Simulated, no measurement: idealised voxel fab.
The document below concerns the process module designated voxel capacitor over wiring.
Square cells of 5 nm make up the cross-section cut, whose width is 235 nm.
Reading order for cross-sections: top band down to bottom band. Underlying form: a grid of square cells. Band size: one or more rows of cells.
Heads up on the band format: heights come first, top then bottom, in nm. After that it's the materials left to right, each with its width in nm. A single material flagged "throughout" fills the whole band edge to edge, and "empty" means there's empty space there.
Measure heights from 0. That's the level where, below it, the as-received wafer is all one material. The lowest band is bottomless and extends downward; write it as in "0 nm and below".
You'd read "30..40" like this: the band's top row of cells is as wide as the first number, its bottom row is as wide as the second, and going down, every row changes width by the same amount as the row before did.
"nothing got changed" -> step changed no cross-section cell.
If an empty space has no open way to the top and is at least 8 cells in size, "Closed cavity list" lists it, written width x height at distance, where distance is measured from the left edge and every value is in nm.
It should be noted that, on the line of a given step, the content following the step's settings is a remark produced by the simulator itself with respect to that step.
overlay nm: mask right of planned place by this much (step with mask). Neg. = left.

[Listed below are the process steps as planned]
step 1: RECEIVE | material Si
step 2: CONFORMAL_DEP | material SiO2 | thk nm 15
step 3: CONFORMAL_DEP | material SiCN | thk nm 5
step 4: DIRECTIONAL_DEP | material lowk | thk nm 20
step 5: DIRECTIONAL_DEP | material aC | thk nm 10
step 6: PATTERN | tone open | mask id METAL_1 | material resist | width nm 25 | pitch nm 85 | thk nm 25 | overlay nm -15
step 7: DIRECTIONAL_ETCH | etch materials aC | depth nm 10
step 8: STRIP | etch materials resist
step 9: DIRECTIONAL_ETCH | etch materials lowk | depth nm 20
step 10: DIRECTIONAL_ETCH | etch materials SiCN | depth nm 5
step 11: STRIP | etch materials aC
step 12: CONFORMAL_DEP | material TiN | thk nm 5
step 13: FILL_DEP | material Cu | thk nm 10
step 14: CMP | height nm 40
step 15: CONFORMAL_DEP | material SiCN | thk nm 5
step 16: DIRECTIONAL_DEP | material SiO2 | thk nm 15
step 17: PATTERN | tone open | mask id PLUG_1 | material resist | width nm 15 | thk nm 20 | overlay nm 0
step 18: DIRECTIONAL_ETCH | etch materials SiO2 | depth nm 15
step 19: DIRECTIONAL_ETCH | etch materials SiCN | depth nm 5
step 20: STRIP | etch materials resist
step 21: CONFORMAL_DEP | material TiN | thk nm 5
step 22: FILL_DEP | material Ru | thk nm 10
step 23: CMP | height nm 60
step 24: DIRECTIONAL_DEP | material TiN | thk nm 5
step 25: DIRECTIONAL_DEP | material HfO2 | thk nm 5
step 26: DIRECTIONAL_DEP | material TiN | thk nm 5
step 27: PATTERN | tone cover | mask id UPPER_PLATE | material resist | width nm 65 | thk nm 20 | overlay nm 0
step 28: DIRECTIONAL_ETCH | etch materials TiN | depth nm 5
step 29: DIRECTIONAL_ETCH | etch materials HfO2 | depth nm 5
step 30: STRIP | etch materials resist
step 31: MASKED_ETCH | tone cover | mask id LOWER_PLATE | width nm 75 | etch materials TiN | depth nm 5 | overlay nm 0
step 32: FILL_DEP | material SiO2 | thk nm 15
step 33: CMP | height nm 85
step 34: PATTERN | tone open | mask id PLUG_2 | material resist | width nm 15 | thk nm 20 | overlay nm 0
step 35: DIRECTIONAL_ETCH | etch materials SiO2 | depth nm 10
step 36: STRIP | etch materials resist
step 37: CONFORMAL_DEP | material TiN | thk nm 5
step 38: FILL_DEP | material W | thk nm 5
step 39: CMP | height nm 85
step 40: CONFORMAL_DEP | material SiN | thk nm 5
Every wafer here starts from the same state; it is the step 6 overlay nm that distinguishes them, and the value the plan gives belongs to the first wafer.

[Cross-section of the first of several wafers on receipt, reflecting completion of step 1]
0 nm and below = Si throughout
Closed cavity list: none

[Row per wafer, end-of-module: cell gain (+)/loss (-) by material since the wafer came in, then closed voids]
overlay nm -15; +24 Cu; +13 HfO2; +3 Ru; +81 SiCN; +47 SiN; +461 SiO2; +68 TiN; +1 W; +148 lowk; Closed cavity list: none
overlay nm -10; +24 Cu; +13 HfO2; +3 Ru; +81 SiCN; +47 SiN; +461 SiO2; +68 TiN; +1 W; +148 lowk; Closed cavity list: none
overlay nm -5; +24 Cu; +13 HfO2; +3 Ru; +81 SiCN; +47 SiN; +461 SiO2; +68 TiN; +1 W; +148 lowk; Closed cavity list: none
overlay nm 0; +24 Cu; +13 HfO2; +3 Ru; +81 SiCN; +47 SiN; +461 SiO2; +68 TiN; +1 W; +148 lowk; Closed cavity list: none
overlay nm 5; +24 Cu; +13 HfO2; +3 Ru; +81 SiCN; +47 SiN; +461 SiO2; +68 TiN; +1 W; +148 lowk; Closed cavity list: none
overlay nm 10; +24 Cu; +13 HfO2; +3 Ru; +81 SiCN; +47 SiN; +461 SiO2; +68 TiN; +1 W; +148 lowk; Closed cavity list: none
overlay nm 15; +24 Cu; +13 HfO2; +3 Ru; +81 SiCN; +47 SiN; +461 SiO2; +68 TiN; +1 W; +148 lowk; Closed cavity list: none
